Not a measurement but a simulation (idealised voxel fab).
Process module under the name voxel self aligned vias
It is cross-section cut that appears here, measuring 190 nm in width, its square cells being 5 nm in size.
Each cross-section below is a grid of square cells, stated as bands in top-down order, with one or more rows of cells making up each band. Basically the band line says how high the top is and how high the bottom is, in nm, and then what's in it from left to right, every material with its width in nm. Empty space shows up as "empty", and if a single material carries "full width" it runs the full band edge to edge. Height is counted from the level 0, under which the received wafer is composed throughout of one material. The lowest of the bands is not closed at the bottom but continues downward, in the notation "from 0 down". Width "30 to 40": first value at the band's top row of cells, second value at its bottom row, equal change from row to row. When a step is marked "changes: none", none of the cells in the cross-section changed during that step. "Voids, enclosed" contains a list of empty spaces, each no smaller than 8 cells and without an open way to the top, written in the form width x height at distance with the distance from the left edge and all three in nm. Read whatever lies past the settings on a step's line as the simulator's own remark about the step. "overlay nm" on a masked step: distance the mask lay right of its planned place, negative for left.
## Steps planned for the process
1 RECEIVE,material Si
2 CONFORMAL_DEP,material SiO2,thk nm 10
3 CONFORMAL_DEP,material SiCN,thk nm 5
4 DIRECTIONAL_DEP,material SiO2,thk nm 25
5 PATTERN,tone open,mask id LINES,material resist,width nm 25,pitch nm 70,thk nm 15,overlay nm 0
6 DIRECTIONAL_ETCH,etch materials SiO2,depth nm 25
7 STRIP,etch materials resist
8 CONFORMAL_DEP,material TiN,thk nm 5
9 FILL_DEP,material W,thk nm 10
10 CMP,height nm 40
11 SELECTIVE_ETCH,etch materials W Ru TiN,depth nm 5
12 FILL_DEP,material SiN,thk nm 5
13 CMP,height nm 40
14 DIRECTIONAL_DEP,material SiO2,thk nm 20
15 MASKED_ETCH,tone open,mask id VIAS,width nm 45,etch materials SiO2,depth nm 20,overlay nm 0
16 MASKED_ETCH,tone open,mask id VIAS,width nm 45,etch materials SiN,depth nm 5,overlay nm 0
17 CONFORMAL_DEP,material TiN,thk nm 5
18 FILL_DEP,material Ru,thk nm 5
19 CMP,height nm 60
20 CONFORMAL_DEP,material SiCN,thk nm 5
## First of two wafers, with the run carried out as planned
## Received-state cross-section, reflecting completion of step 1
	from 0 down | Si full width
	Voids, enclosed: none
## The following cross-section depicts the wafer upon completion of step 2
	from 10 to 0 | SiO2 full width
	For the remainder of the cross-section, below 0, there is no change.
## The following cross-section depicts the wafer upon completion of step 3
	from 15 to 10 | SiCN full width
	For the remainder of the cross-section, below 10, there is no change.
## The following cross-section depicts the wafer upon completion of step 4
	from 40 to 15 | SiO2 full width
	For the remainder of the cross-section, below 15, there is no change.
## The following cross-section depicts the wafer upon completion of step 5
	from 55 to 40 | 45 of resist / 25 of empty / 45 of resist / 25 of empty / 50 of resist
	For the remainder of the cross-section, below 40, there is no change.
## The following cross-section depicts the wafer upon completion of step 6
	from 55 to 40 | 45 of resist / 25 of empty / 45 of resist / 25 of empty / 50 of resist
	from 40 to 15 | 45 of SiO2 / 25 of empty / 45 of SiO2 / 25 of empty / 50 of SiO2
	For the remainder of the cross-section, below 15, there is no change.
## The following cross-section depicts the wafer upon completion of step 7
	from 40 to 15 | 45 of SiO2 / 25 of empty / 45 of SiO2 / 25 of empty / 50 of SiO2
	For the remainder of the cross-section, below 15, there is no change.
## The following cross-section depicts the wafer upon completion of step 8
	from 45 to 40 | 50 of TiN / 15 of empty / 55 of TiN / 15 of empty / 55 of TiN
	from 40 to 20 | 45 of SiO2 / 5 of TiN / 15 of empty / 5 of TiN / 45 of SiO2 / 5 of TiN / 15 of empty / 5 of TiN / 50 of SiO2
	from 20 to 15 | 45 of SiO2 / 25 of TiN / 45 of SiO2 / 25 of TiN / 50 of SiO2
	For the remainder of the cross-section, below 15, there is no change.
## The following cross-section depicts the wafer upon completion of step 9
	from 55 to 45 | W full width
	from 45 to 40 | 50 of TiN / 15 of W / 55 of TiN / 15 of W / 55 of TiN
	from 40 to 20 | 45 of SiO2 / 5 of TiN / 15 of W / 5 of TiN / 45 of SiO2 / 5 of TiN / 15 of W / 5 of TiN / 50 of SiO2
	For the remainder of the cross-section, below 20, there is no change.
## The following cross-section depicts the wafer upon completion of step 10
	from 40 to 20 | 45 of SiO2 / 5 of TiN / 15 of W / 5 of TiN / 45 of SiO2 / 5 of TiN / 15 of W / 5 of TiN / 50 of SiO2
	For the remainder of the cross-section, below 20, there is no change.
## The following cross-section depicts the wafer upon completion of step 11
	from 40 to 35 | 45 of SiO2 / 25 of empty / 45 of SiO2 / 25 of empty / 50 of SiO2
	For the remainder of the cross-section, below 35, there is no change.
## The following cross-section depicts the wafer upon completion of step 12
	from 45 to 40 | SiN full width
	from 40 to 35 | 45 of SiO2 / 25 of SiN / 45 of SiO2 / 25 of SiN / 50 of SiO2
	For the remainder of the cross-section, below 35, there is no change.
## The following cross-section depicts the wafer upon completion of step 13
	from 40 to 35 | 45 of SiO2 / 25 of SiN / 45 of SiO2 / 25 of SiN / 50 of SiO2
	For the remainder of the cross-section, below 35, there is no change.
## The following cross-section depicts the wafer upon completion of step 14
	from 60 to 40 | SiO2 full width
	For the remainder of the cross-section, below 40, there is no change.
## The following cross-section depicts the wafer upon completion of step 15
	from 60 to 40 | 35 of SiO2 / 45 of empty / 110 of SiO2
	For the remainder of the cross-section, below 40, there is no change.
## The following cross-section depicts the wafer upon completion of step 16
	from 60 to 40 | 35 of SiO2 / 45 of empty / 110 of SiO2
	from 40 to 35 | 45 of SiO2 / 25 of empty / 45 of SiO2 / 25 of SiN / 50 of SiO2
	For the remainder of the cross-section, below 35, there is no change.
## The following cross-section depicts the wafer upon completion of step 17
	from 65 to 60 | 40 of TiN / 35 of empty / 115 of TiN
	from 60 to 45 | 35 of SiO2 / 5 of TiN / 35 of empty / 5 of TiN / 110 of SiO2
	from 45 to 40 | 35 of SiO2 / 15 of TiN / 15 of empty / 15 of TiN / 110 of SiO2
	from 40 to 35 | 45 of SiO2 / 25 of TiN / 45 of SiO2 / 25 of SiN / 50 of SiO2
	For the remainder of the cross-section, below 35, there is no change.
## The following cross-section depicts the wafer upon completion of step 18
	from 70 to 65 | Ru full width
	from 65 to 60 | 40 of TiN / 35 of Ru / 115 of TiN
	from 60 to 45 | 35 of SiO2 / 5 of TiN / 35 of Ru / 5 of TiN / 110 of SiO2
	from 45 to 40 | 35 of SiO2 / 15 of TiN / 15 of Ru / 15 of TiN / 110 of SiO2
	For the remainder of the cross-section, below 40, there is no change.
## The following cross-section depicts the wafer upon completion of step 19
	from 60 to 45 | 35 of SiO2 / 5 of TiN / 35 of Ru / 5 of TiN / 110 of SiO2
	For the remainder of the cross-section, below 45, there is no change.
## The following cross-section depicts the wafer upon completion of step 20
	from 65 to 60 | SiCN full width
	For the remainder of the cross-section, below 60, there is no change.
## Wafer two: like wafer one in start and plan, but with one mistake in execution; identical up to and including step 14
## Look at the second wafer in cross-section at the time step 15 ought to have finished
	from 60 to 40 | 35 of empty / 45 of SiO2 / 110 of empty
	For the remainder of the cross-section, below 40, there is no change.
Look at the second wafer in cross-section at the time step 16 ought to have finished: changes: none
## Look at the second wafer in cross-section at the time step 17 ought to have finished
	from 65 to 60 | 30 of empty / 55 of TiN / 105 of empty
	from 60 to 45 | 30 of empty / 5 of TiN / 45 of SiO2 / 5 of TiN / 105 of empty
	from 45 to 40 | 35 of TiN / 45 of SiO2 / 110 of TiN
	For the remainder of the cross-section, below 40, there is no change.
## Look at the second wafer in cross-section at the time step 18 ought to have finished
	from 70 to 65 | Ru full width
	from 65 to 60 | 30 of Ru / 55 of TiN / 105 of Ru
	from 60 to 45 | 30 of Ru / 5 of TiN / 45 of SiO2 / 5 of TiN / 105 of Ru
	For the remainder of the cross-section, below 45, there is no change.
## Look at the second wafer in cross-section at the time step 19 ought to have finished
	from 60 to 45 | 30 of Ru / 5 of TiN / 45 of SiO2 / 5 of TiN / 105 of Ru
	For the remainder of the cross-section, below 45, there is no change.
## Look at the second wafer in cross-section at the time step 20 ought to have finished
	from 65 to 60 | SiCN full width
	For the remainder of the cross-section, below 60, there is no change.
The plan and the run diverged here: step 15 did not happen as planned, as run it was MASKED_ETCH,tone cover,mask id VIAS,width nm 45,etch materials SiO2,depth nm 20,overlay nm 0
The final cell counts differ between the wafers, with the second having more or fewer of some materials than the first: Ru: 57 more | SiN: 5 more | SiO2: 80 fewer | TiN: 18 more
